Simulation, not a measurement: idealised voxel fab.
The name of this process module is voxel trench capacitor.
In the cross-section labelled cut, the width is 185 nm and each square cell is 5 nm.
The cross-sections in this document take the form of a grid made of square cells. They are written out as bands, in order from top to bottom. Each band consists of one or more rows of cells. It is stipulated that each band's entry specify, in nanometres, the height of the top of the band and then that of its bottom, followed by the materials of the band in left-to-right sequence, each together with its width in nanometres. A single material marked by the word "edge to edge" is understood to fill the band from edge to edge; the word "blank" is understood to denote empty space. Heights are reckoned from 0. Under this level, the received wafer is all of one material. The bottommost band is open-ended downward, for example "z 0 and below". Read "30->40" as a graded width: first number on top, second number at the bottom, same change between each pair of neighbouring rows. "nothing was modified" after a step means that no cell of the cross-section changed. The entry "Completely enclosed voids" lists the empty spaces that cover at least 8 cells and have no open path to the top. Each is written as width x height at distance, where the distance is measured from the left edge and all three values are in nm. Anything after a step's settings on that line? It's the simulator's own note about the step. The setting "overlay nm" may be written on the line of a step. When the step uses a mask, the value reports how far to the right of the planned place the mask lay, and a negative value reports that it lay to the left.
Here's what the planned process steps look like
1 RECEIVE with material Si
2 CONFORMAL_DEP with material SiN, thk nm 5
3 DIRECTIONAL_DEP with material aC, thk nm 15
4 PATTERN with tone open, mask id TRENCH, material resist, width nm 25, pitch nm 40, thk nm 35, overlay nm 0
5 DIRECTIONAL_ETCH with etch materials aC, depth nm 15
6 STRIP with etch materials resist
7 DIRECTIONAL_ETCH with etch materials SiN, depth nm 5
8 DIRECTIONAL_ETCH with etch materials Si, depth nm 30
9 STRIP with etch materials aC
10 CONFORMAL_DEP with material HfO2, thk nm 5
11 CONFORMAL_DEP with material TiN, thk nm 5
12 FILL_DEP with material W, thk nm 10
13 CMP with height nm 5
Cross-section of the wafer as it came to us, i.e., already through step 1
z 0 and below | Si edge to edge
Completely enclosed voids: none
Wafer cross-section at module end: first of two, run to plan
z 5 to 0 | SiN: 40, then HfO2: 5, then TiN: 5, then W: 5, then TiN: 5, then HfO2: 5, then SiN: 15, then HfO2: 5, then TiN: 5, then W: 5, then TiN: 5, then HfO2: 5, then SiN: 15, then HfO2: 5, then TiN: 5, then W: 5, then TiN: 5, then HfO2: 5, then SiN: 40
z 0 to -20 | Si: 40, then HfO2: 5, then TiN: 5, then W: 5, then TiN: 5, then HfO2: 5, then Si: 15, then HfO2: 5, then TiN: 5, then W: 5, then TiN: 5, then HfO2: 5, then Si: 15, then HfO2: 5, then TiN: 5, then W: 5, then TiN: 5, then HfO2: 5, then Si: 40
z -20 to -25 | Si: 40, then HfO2: 5, then TiN: 15, then HfO2: 5, then Si: 15, then HfO2: 5, then TiN: 15, then HfO2: 5, then Si: 15, then HfO2: 5, then TiN: 15, then HfO2: 5, then Si: 40
z -25 to -30 | Si: 40, then HfO2: 25, then Si: 15, then HfO2: 25, then Si: 15, then HfO2: 25, then Si: 40
z -30 and below | Si edge to edge
Completely enclosed voids: none
Second wafer through the module, sectioned at the end: same beginning and same plan as the first wafer, with one mistake in carrying it out
z 5 to 0 | SiN: 40, then HfO2: 25, then SiN: 15, then HfO2: 25, then SiN: 15, then HfO2: 25, then SiN: 40
z 0 to -30 | Si: 40, then HfO2: 25, then Si: 15, then HfO2: 25, then Si: 15, then HfO2: 25, then Si: 40
z -30 and below | Si edge to edge
Completely enclosed voids: none
Misprocessing identified: so step 10 ended up running with a different setting than we planned, it ran as CONFORMAL_DEP with material HfO2, thk nm 15
The final cell counts differ between the wafers, with the second having more or fewer of some materials than the first: HfO2: 54 more; TiN: 39 fewer; W: 15 fewer
